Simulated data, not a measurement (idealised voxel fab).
Name of the process module below: voxel wiring stack
Each square cell in cross-section cut measures 5 nm, and the section as a whole is 285 nm wide.
In what follows, cross-sections appear as grids of square cells, described through bands that run from the top down, where every band is one or more rows of cells.
Each band's line starts with the height of the band's top and of its bottom, in nm. Then come its materials from left to right, each with its width in nm. One material with "all across" fills the band from edge to edge. "blank" is empty space.
The reference from which all heights are counted is 0, the level beneath which the as-received wafer is entirely one material; the lowest band, having no lower bound, proceeds downward and is written after the example "0 -> down".
The expression "30->40" gives the width at the extremes of the band, the first number at its top row of cells and the second at its bottom row, with the width changing by equal amounts from each row to the next in between.
Given "same as before" for a step, no cell of the cross-section differs between before and after that step.
Empty spaces without an open route to the top, at least 8 cells in extent, make up the entry "Sealed-off cavities"; each is given as width x height at distance, where the distance is measured from the left edge, and all are in nm.
It should be noted that, on the line of a given step, the content following the step's settings is a remark produced by the simulator itself with respect to that step.
Regarding "overlay nm": on a step with a mask, it is the distance the mask lay to the right of its planned place; a negative value places it to the left.

**List of planned process steps**
1,op RECEIVE | material Si
2,op CONFORMAL_DEP | material SiO2 | thk nm 15
3,op CONFORMAL_DEP | material SiN | thk nm 5
4,op DIRECTIONAL_DEP | material SiO2 | thk nm 20
5,op PATTERN | tone open | mask id METAL_1 | material resist | width nm 20 | pitch nm 45 | thk nm 20 | overlay nm 0
6,op DIRECTIONAL_ETCH | etch materials SiO2 | depth nm 20
7,op DIRECTIONAL_ETCH | etch materials SiN | depth nm 5
8,op STRIP | etch materials resist
9,op CONFORMAL_DEP | material TiN | thk nm 5
10,op FILL_DEP | material Cu | thk nm 10
11,op CMP | height nm 40
12,op CONFORMAL_DEP | material SiCN | thk nm 5
13,op DIRECTIONAL_DEP | material lowk | thk nm 15
14,op DIRECTIONAL_DEP | material aC | thk nm 10
15,op PATTERN | tone open | mask id PLUG_1 | material resist | width nm 15 | pitch nm 90 | thk nm 30 | overlay nm 0
16,op DIRECTIONAL_ETCH | etch materials aC | depth nm 10
17,op STRIP | etch materials resist
18,op DIRECTIONAL_ETCH | etch materials lowk | depth nm 15
19,op DIRECTIONAL_ETCH | etch materials SiCN | depth nm 5
20,op STRIP | etch materials aC
21,op CONFORMAL_DEP | material TiN | thk nm 5
22,op FILL_DEP | material Ru | thk nm 5
23,op CMP | height nm 60
24,op CONFORMAL_DEP | material SiCN | thk nm 5
25,op DIRECTIONAL_DEP | material lowk | thk nm 15
26,op MASKED_ETCH | tone open | mask id METAL_2 | width nm 20 | pitch nm 45 | etch materials lowk | depth nm 15 | overlay nm 0
27,op MASKED_ETCH | tone open | mask id METAL_2 | width nm 20 | pitch nm 45 | etch materials SiCN | depth nm 5 | overlay nm 0
28,op CONFORMAL_DEP | material TiN | thk nm 5
29,op FILL_DEP | material Cu | thk nm 5
30,op CMP | height nm 80
31,op EPI | material Ru | thk nm 5
32,op FILL_DEP | material SiCN | thk nm 5

**as received, after step 1**
	0 -> down = Si all across
	Sealed-off cavities: none

**First wafer of two, sectioned at end of module; run went per plan**
	90 -> 85 = SiCN all across
	85 -> 80 = 80 nm SiCN; 30 nm Ru; 15 nm SiCN; 30 nm Ru; 15 nm SiCN; 30 nm Ru; 85 nm SiCN
	80 -> 65 = 85 nm lowk; 5 nm TiN; 10 nm Cu; 5 nm TiN; 25 nm lowk; 5 nm TiN; 10 nm Cu; 5 nm TiN; 25 nm lowk; 5 nm TiN; 10 nm Cu; 5 nm TiN; 90 nm lowk
	65 -> 60 = 85 nm SiCN; 20 nm TiN; 25 nm SiCN; 20 nm TiN; 25 nm SiCN; 20 nm TiN; 90 nm SiCN
	60 -> 45 = 85 nm lowk; 5 nm TiN; 5 nm Ru; 5 nm TiN; 75 nm lowk; 5 nm TiN; 5 nm Ru; 5 nm TiN; 95 nm lowk
	45 -> 40 = 85 nm SiCN; 15 nm TiN; 75 nm SiCN; 15 nm TiN; 95 nm SiCN
	40 -> 20 = 85 nm SiO2; 5 nm TiN; 10 nm Cu; 5 nm TiN; 25 nm SiO2; 5 nm TiN; 10 nm Cu; 5 nm TiN; 25 nm SiO2; 5 nm TiN; 10 nm Cu; 5 nm TiN; 90 nm SiO2
	20 -> 15 = 85 nm SiN; 20 nm TiN; 25 nm SiN; 20 nm TiN; 25 nm SiN; 20 nm TiN; 90 nm SiN
	15 -> 0 = SiO2 all across
	0 -> down = Si all across
	Sealed-off cavities: none

**Cross-sectional view of the second of two wafers upon completion of the module. This wafer shared its starting condition and process plan with the first; one error was made during its execution**
	90 -> 85 = SiCN all across
	85 -> 80 = 80 nm SiCN; 30 nm Ru; 15 nm SiCN; 30 nm Ru; 15 nm SiCN; 30 nm Ru; 85 nm SiCN
	80 -> 65 = 85 nm lowk; 5 nm TiN; 10 nm Cu; 5 nm TiN; 25 nm lowk; 5 nm TiN; 10 nm Cu; 5 nm TiN; 25 nm lowk; 5 nm TiN; 10 nm Cu; 5 nm TiN; 90 nm lowk
	65 -> 60 = 85 nm SiCN; 20 nm TiN; 25 nm SiCN; 20 nm TiN; 25 nm SiCN; 20 nm TiN; 90 nm SiCN
	60 -> 45 = 85 nm lowk; 5 nm TiN; 5 nm Ru; 5 nm TiN; 75 nm lowk; 5 nm TiN; 5 nm Ru; 5 nm TiN; 95 nm lowk
	45 -> 40 = 85 nm SiCN; 15 nm TiN; 75 nm SiCN; 15 nm TiN; 95 nm SiCN
	40 -> 35 = 85 nm SiO2; 5 nm TiN; 10 nm Cu; 5 nm TiN; 25 nm SiO2; 5 nm TiN; 10 nm Cu; 5 nm TiN; 25 nm SiO2; 5 nm TiN; 10 nm Cu; 5 nm TiN; 90 nm SiO2
	35 -> 30 = 85 nm SiN; 20 nm TiN; 25 nm SiN; 20 nm TiN; 25 nm SiN; 20 nm TiN; 90 nm SiN
	30 -> 0 = SiO2 all across
	0 -> down = Si all across
	Sealed-off cavities: none
Nonconformance to the process plan: step 2 of the plan was executed twice over
at the end the second wafer has, in cells: -18 Cu; +36 SiO2; -18 TiN
